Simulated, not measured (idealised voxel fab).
The name of this process module is voxel released beams.
This is section cut - it's 155 nm across, gridded in 5 nm square cells.
A cross-section is a grid of square cells, given in bands from the top down. A band is one or more rows of cells.
The band entry comprises the height of the band's top followed by the height of its bottom, expressed in nm, and subsequently the band's materials from left to right, each stated together with its width in nm. Where a single material is marked with the word "edge to edge", that material fills the band from edge to edge. The word "empty" represents empty space.
The reference from which all heights are counted is 0, the level beneath which the as-received wafer is entirely one material; the lowest band, having no lower bound, proceeds downward and is written after the example "0 -> down".
Quick explanation for "30->40": the width changes in equal steps down the rows of cells, from the first number in the band's top row to the second number in its bottom row.
Given "left unchanged" for a step, no cell of the cross-section differs between before and after that step.
So "Closed void roster" is basically the list of trapped voids: any empty space of 8 cells or more that can't reach the top through an opening. They're written width x height at distance, the distance being from the left edge, and it's all nm.
That trailing text on a step's line, after the settings, is the simulator's own remark on the step.
If you see "overlay nm" on a step's line and that step has a mask, it's telling you how far right of where it was planned the mask ended up; a negative number means it went left instead.

Intended process steps
1,RECEIVE [material Si]
2,CONFORMAL_DEP [material Al2O3] [thk nm 10]
3,DIRECTIONAL_DEP [material SiO2] [thk nm 10]
4,DIRECTIONAL_DEP [material aC] [thk nm 15]
5,PATTERN [tone open] [mask id ANCHOR] [material resist] [width nm 40] [thk nm 35] [overlay nm 0]
6,DIRECTIONAL_ETCH [etch materials aC] [depth nm 15]
7,STRIP [etch materials resist]
8,DIRECTIONAL_ETCH [etch materials SiO2] [depth nm 10]
9,STRIP [etch materials aC]
10,CONFORMAL_DEP [material SiN] [thk nm 15]
11,MASKED_ETCH [tone cover] [mask id BEAM] [width nm 90] [etch materials SiN] [depth nm 15] [overlay nm 0]
12,STRIP [etch materials SiO2]

Shown in cross-section is the wafer as received, that is, as it stands after step 1
* 0 -> down  Si edge to edge
* Closed void roster: none

Final wafer profile in cross-section after the module, from the same start and plan as above, with one mistake made during processing
* 35 -> 25  empty=30 / SiN=60 / empty=65
* 25 -> 20  empty=30 / SiN=90 / empty=35
* 20 -> 10  empty=20 / SiN=15 / SiO2=40 / SiN=45 / empty=35
* 10 -> 0  Al2O3 edge to edge
* 0 -> down  Si edge to edge
* Closed void roster: none
So what did we get wrong on this run? in deviation from the planned setting, step 5 was conducted as PATTERN [tone cover] [mask id ANCHOR] [material resist] [width nm 40] [thk nm 35] [overlay nm 0]
